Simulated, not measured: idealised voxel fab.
The document below concerns the process module designated voxel self aligned vias.
The width of the displayed cross-section, cut, is 255 nm; its cells are square, with a size of 5 nm.
Reading order for cross-sections: top band down to bottom band. Underlying form: a grid of square cells. Band size: one or more rows of cells. First you get the band's top height and its bottom height, in nm, and then the materials it's made of, left to right, with each width in nm. If you see a single material with "everywhere", that one covers the band edge to edge. "blank" is empty space. The level at which height equals 0 is the one under which the wafer, as it arrives, is entirely one material. No lower edge exists for the bottom band, which continues downward and is notated as in "from 0 down". You'd read "30..40" like this: the band's top row of cells is as wide as the first number, its bottom row is as wide as the second, and going down, every row changes width by the same amount as the row before did. Given "no modification" for a step, no cell of the cross-section differs between before and after that step. "Cavities, sealed" - sealed voids, min. 8 cells, no opening to top; format: width x height at distance (distance from left edge; nm throughout). If you see something after the settings on a step's line, that's the simulator's own remark about that step. The setting "overlay nm" may be written on the line of a step. When the step uses a mask, the value reports how far to the right of the planned place the mask lay, and a negative value reports that it lay to the left.
So here's the lineup of process steps we planned:
1. RECEIVE: material Si
2. CONFORMAL_DEP: material SiO2, thk nm 15
3. CONFORMAL_DEP: material SiCN, thk nm 5
4. DIRECTIONAL_DEP: material lowk, thk nm 25
5. PATTERN: tone open, mask id LINES, material resist, width nm 30, pitch nm 70, thk nm 15, overlay nm 0
6. DIRECTIONAL_ETCH: etch materials lowk, depth nm 25
7. STRIP: etch materials resist
8. CONFORMAL_DEP: material TiN, thk nm 5
9. FILL_DEP: material W, thk nm 10
10. CMP: height nm 45
11. SELECTIVE_ETCH: etch materials W Ru TiN, depth nm 5
12. FILL_DEP: material SiN, thk nm 5
13. CMP: height nm 45
14. DIRECTIONAL_DEP: material lowk, thk nm 15
15. DIRECTIONAL_DEP: material aC, thk nm 15
16. PATTERN: tone open, mask id VIAS, material resist, width nm 50, pitch nm 70, thk nm 30, overlay nm 0
17. DIRECTIONAL_ETCH: etch materials aC, depth nm 15
18. STRIP: etch materials resist
19. DIRECTIONAL_ETCH: etch materials lowk, depth nm 15
20. DIRECTIONAL_ETCH: etch materials SiN, depth nm 5
21. STRIP: etch materials aC
22. CONFORMAL_DEP: material TiN, thk nm 5
23. FILL_DEP: material Cu, thk nm 10
24. CMP: height nm 60
25. CONFORMAL_DEP: material SiN, thk nm 5
First out of two wafers; run went to plan:
Incoming wafer, cross-sectional view, post step 1:
from 0 down = Si everywhere
Cavities, sealed: none
Cross-section of the wafer subsequent to step 2:
from 15 to 0 = SiO2 everywhere
Whatever lies below 0 is exactly as it was before.
Cross-section of the wafer subsequent to step 3:
from 20 to 15 = SiCN everywhere
Whatever lies below 15 is exactly as it was before.
Cross-section of the wafer subsequent to step 4:
from 45 to 20 = lowk everywhere
Whatever lies below 20 is exactly as it was before.
Cross-section of the wafer subsequent to step 5:
from 60 to 45 = resist 75 nm, blank 30 nm, resist 40 nm, blank 30 nm, resist 80 nm
Whatever lies below 45 is exactly as it was before.
Cross-section of the wafer subsequent to step 6:
from 60 to 45 = resist 75 nm, blank 30 nm, resist 40 nm, blank 30 nm, resist 80 nm
from 45 to 20 = lowk 75 nm, blank 30 nm, lowk 40 nm, blank 30 nm, lowk 80 nm
Whatever lies below 20 is exactly as it was before.
Cross-section of the wafer subsequent to step 7:
from 45 to 20 = lowk 75 nm, blank 30 nm, lowk 40 nm, blank 30 nm, lowk 80 nm
Whatever lies below 20 is exactly as it was before.
Cross-section of the wafer subsequent to step 8:
from 50 to 45 = TiN 80 nm, blank 20 nm, TiN 50 nm, blank 20 nm, TiN 85 nm
from 45 to 25 = lowk 75 nm, TiN 5 nm, blank 20 nm, TiN 5 nm, lowk 40 nm, TiN 5 nm, blank 20 nm, TiN 5 nm, lowk 80 nm
from 25 to 20 = lowk 75 nm, TiN 30 nm, lowk 40 nm, TiN 30 nm, lowk 80 nm
Whatever lies below 20 is exactly as it was before.
Cross-section of the wafer subsequent to step 9:
from 60 to 50 = W everywhere
from 50 to 45 = TiN 80 nm, W 20 nm, TiN 50 nm, W 20 nm, TiN 85 nm
from 45 to 25 = lowk 75 nm, TiN 5 nm, W 20 nm, TiN 5 nm, lowk 40 nm, TiN 5 nm, W 20 nm, TiN 5 nm, lowk 80 nm
Whatever lies below 25 is exactly as it was before.
Cross-section of the wafer subsequent to step 10:
from 45 to 25 = lowk 75 nm, TiN 5 nm, W 20 nm, TiN 5 nm, lowk 40 nm, TiN 5 nm, W 20 nm, TiN 5 nm, lowk 80 nm
Whatever lies below 25 is exactly as it was before.
Cross-section of the wafer subsequent to step 11:
from 45 to 40 = lowk 75 nm, blank 30 nm, lowk 40 nm, blank 30 nm, lowk 80 nm
Whatever lies below 40 is exactly as it was before.
Cross-section of the wafer subsequent to step 12:
from 50 to 45 = SiN everywhere
from 45 to 40 = lowk 75 nm, SiN 30 nm, lowk 40 nm, SiN 30 nm, lowk 80 nm
Whatever lies below 40 is exactly as it was before.
Cross-section of the wafer subsequent to step 13:
from 45 to 40 = lowk 75 nm, SiN 30 nm, lowk 40 nm, SiN 30 nm, lowk 80 nm
Whatever lies below 40 is exactly as it was before.
Cross-section of the wafer subsequent to step 14:
from 60 to 45 = lowk everywhere
Whatever lies below 45 is exactly as it was before.
Cross-section of the wafer subsequent to step 15:
from 75 to 60 = aC everywhere
Whatever lies below 60 is exactly as it was before.
Cross-section of the wafer subsequent to step 16:
from 105 to 75 = resist 65 nm, blank 50 nm, resist 20 nm, blank 50 nm, resist 70 nm
Whatever lies below 75 is exactly as it was before.
Cross-section of the wafer subsequent to step 17:
from 90 to 75 = resist 65 nm, blank 50 nm, resist 20 nm, blank 50 nm, resist 70 nm
from 75 to 60 = aC 65 nm, blank 50 nm, aC 20 nm, blank 50 nm, aC 70 nm
Whatever lies below 60 is exactly as it was before.
Cross-section of the wafer subsequent to step 18:
from 75 to 60 = aC 65 nm, blank 50 nm, aC 20 nm, blank 50 nm, aC 70 nm
Whatever lies below 60 is exactly as it was before.
Cross-section of the wafer subsequent to step 19:
from 75 to 60 = aC 65 nm, blank 50 nm, aC 20 nm, blank 50 nm, aC 70 nm
from 60 to 45 = lowk 65 nm, blank 50 nm, lowk 20 nm, blank 50 nm, lowk 70 nm
Whatever lies below 45 is exactly as it was before.
Cross-section of the wafer subsequent to step 20:
from 75 to 60 = aC 65 nm, blank 50 nm, aC 20 nm, blank 50 nm, aC 70 nm
from 60 to 45 = lowk 65 nm, blank 50 nm, lowk 20 nm, blank 50 nm, lowk 70 nm
from 45 to 40 = lowk 75 nm, blank 30 nm, lowk 40 nm, blank 30 nm, lowk 80 nm
Whatever lies below 40 is exactly as it was before.
Cross-section of the wafer subsequent to step 21:
from 60 to 45 = lowk 65 nm, blank 50 nm, lowk 20 nm, blank 50 nm, lowk 70 nm
Whatever lies below 45 is exactly as it was before.
Cross-section of the wafer subsequent to step 22:
from 65 to 60 = TiN 70 nm, blank 40 nm, TiN 30 nm, blank 40 nm, TiN 75 nm
from 60 to 50 = lowk 65 nm, TiN 5 nm, blank 40 nm, TiN 5 nm, lowk 20 nm, TiN 5 nm, blank 40 nm, TiN 5 nm, lowk 70 nm
from 50 to 45 = lowk 65 nm, TiN 15 nm, blank 20 nm, TiN 15 nm, lowk 20 nm, TiN 15 nm, blank 20 nm, TiN 15 nm, lowk 70 nm
from 45 to 40 = lowk 75 nm, TiN 30 nm, lowk 40 nm, TiN 30 nm, lowk 80 nm
Whatever lies below 40 is exactly as it was before.
Cross-section of the wafer subsequent to step 23:
from 75 to 65 = Cu everywhere
from 65 to 60 = TiN 70 nm, Cu 40 nm, TiN 30 nm, Cu 40 nm, TiN 75 nm
from 60 to 50 = lowk 65 nm, TiN 5 nm, Cu 40 nm, TiN 5 nm, lowk 20 nm, TiN 5 nm, Cu 40 nm, TiN 5 nm, lowk 70 nm
from 50 to 45 = lowk 65 nm, TiN 15 nm, Cu 20 nm, TiN 15 nm, lowk 20 nm, TiN 15 nm, Cu 20 nm, TiN 15 nm, lowk 70 nm
Whatever lies below 45 is exactly as it was before.
Cross-section of the wafer subsequent to step 24:
from 60 to 50 = lowk 65 nm, TiN 5 nm, Cu 40 nm, TiN 5 nm, lowk 20 nm, TiN 5 nm, Cu 40 nm, TiN 5 nm, lowk 70 nm
Whatever lies below 50 is exactly as it was before.
Cross-section of the wafer subsequent to step 25:
from 65 to 60 = SiN everywhere
Whatever lies below 60 is exactly as it was before.
Second of two: same start, same plan, one run error; steps up to and including 24 match the first:
Second wafer cross-section, taken as of the time the plan sets for step 25 to be done:
from 65 to 60 = W everywhere
Whatever lies below 60 is exactly as it was before.
what went wrong: step 25 did not use the planned setting and instead ran as CONFORMAL_DEP: material W, thk nm 5
The closing comparison, in cells, has the second wafer with more or fewer of some materials than the first: SiN -51; W +51
